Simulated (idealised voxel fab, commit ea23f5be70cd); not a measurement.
process module | voxel self aligned vias
cross-section cut | 205 nm wide | cells 5 nm
A cross-section is a grid of square cells, given in bands from the top down. A band is one or more rows of cells.
Each band's line starts with the height of the band's top and of its bottom, in nm. Then come its materials from left to right, each with its width in nm. One material with "throughout" fills the band from edge to edge. "air" is empty space.
Height 0 is the level under which the wafer as received is all one material. The lowest band goes on downwards, as in "0 down".
A width such as "30 to 40" changes by the same amount from each row of cells to the next, from the band's top row to its bottom row.
"no change" after a step means that no cell of the cross-section changed.
closed voids: empty space of 8 cells or more with no open way to the top, each as width x height at its distance from the left edge, in nm
after a step's settings: what the simulator itself notes on the step
overlay nm, on a step with a mask: how far to the right of its planned place the mask lay; to the left if negative
plan
1 op RECEIVE | material Si
2 op CONFORMAL_DEP | material SiO2 | thk nm 10
3 op CONFORMAL_DEP | material SiCN | thk nm 5
4 op DIRECTIONAL_DEP | material SiO2 | thk nm 25
5 op PATTERN | tone open | mask id LINES | material resist | width nm 15 | pitch nm 65 | thk nm 20 | overlay nm 0
6 op DIRECTIONAL_ETCH | etch materials SiO2 | depth nm 25
7 op STRIP | etch materials resist
8 op CONFORMAL_DEP | material TiN | thk nm 5
9 op FILL_DEP | material W | thk nm 10
10 op CMP | height nm 40
11 op SELECTIVE_ETCH | etch materials W Ru TiN | depth nm 5
12 op FILL_DEP | material SiN | thk nm 5
13 op CMP | height nm 40
14 op DIRECTIONAL_DEP | material SiO2 | thk nm 20
15 op PATTERN | tone open | mask id VIAS | material resist | width nm 40 | pitch nm 130 | thk nm 20 | overlay nm 0
16 op DIRECTIONAL_ETCH | etch materials SiO2 | depth nm 20
17 op DIRECTIONAL_ETCH | etch materials SiN | depth nm 5
18 op STRIP | etch materials resist
19 op CONFORMAL_DEP | material TiN | thk nm 5
20 op FILL_DEP | material Ru | thk nm 5
21 op CMP | height nm 60
22 op CONFORMAL_DEP | material SiN | thk nm 5
varied across the wafers: width nm of step 5. The plan shows the first wafer's value. All wafers start alike
first wafer as received, after step 1
  0 down: Si throughout
  closed voids: none
first wafer at the end, after step 22
  65 to 60: SiN throughout
  60 to 45: SiO2 15 | TiN 5 | Ru 30 | TiN 5 | SiO2 90 | TiN 5 | Ru 30 | TiN 5 | SiO2 20
  45 to 40: SiO2 15 | TiN 20 | Ru 5 | TiN 15 | SiO2 90 | TiN 20 | Ru 5 | TiN 15 | SiO2 20
  40 to 35: SiO2 30 | TiN 15 | SiO2 50 | SiN 15 | SiO2 50 | TiN 15 | SiO2 30
  35 to 20: SiO2 30 | TiN 5 | W 5 | TiN 5 | SiO2 50 | TiN 5 | W 5 | TiN 5 | SiO2 50 | TiN 5 | W 5 | TiN 5 | SiO2 30
  20 to 15: SiO2 30 | TiN 15 | SiO2 50 | TiN 15 | SiO2 50 | TiN 15 | SiO2 30
  15 to 10: SiCN throughout
  10 to 0: SiO2 throughout
  0 down: Si throughout
  closed voids: none
last wafer at the end
  65 to 60: SiN throughout
  60 to 45: SiO2 15 | TiN 5 | Ru 30 | TiN 5 | SiO2 90 | TiN 5 | Ru 30 | TiN 5 | SiO2 20
  45 to 40: SiO2 15 | TiN 10 | Ru 25 | TiN 5 | SiO2 90 | TiN 10 | Ru 25 | TiN 5 | SiO2 20
  40 to 35: SiO2 20 | TiN 35 | SiO2 30 | SiN 35 | SiO2 30 | TiN 35 | SiO2 20
  35 to 20: SiO2 20 | TiN 5 | W 25 | TiN 5 | SiO2 30 | TiN 5 | W 25 | TiN 5 | SiO2 30 | TiN 5 | W 25 | TiN 5 | SiO2 20
  20 to 15: SiO2 20 | TiN 35 | SiO2 30 | TiN 35 | SiO2 30 | TiN 35 | SiO2 20
  15 to 10: SiCN throughout
  10 to 0: SiO2 throughout
  0 down: Si throughout
  closed voids: none
each wafer at the end: cells of each material gained (+) or lost (-) since it was received, then its closed voids
width nm 15 | +38 Ru | +41 SiCN | +44 SiN | +342 SiO2 | +59 TiN | +9 W | closed voids: none
width nm 20 | +40 Ru | +41 SiCN | +45 SiN | +327 SiO2 | +62 TiN | +18 W | closed voids: none
width nm 25 | +42 Ru | +41 SiCN | +46 SiN | +312 SiO2 | +65 TiN | +27 W | closed voids: none
width nm 30 | +44 Ru | +41 SiCN | +47 SiN | +297 SiO2 | +68 TiN | +36 W | closed voids: none
width nm 35 | +46 Ru | +41 SiCN | +48 SiN | +282 SiO2 | +71 TiN | +45 W | closed voids: none
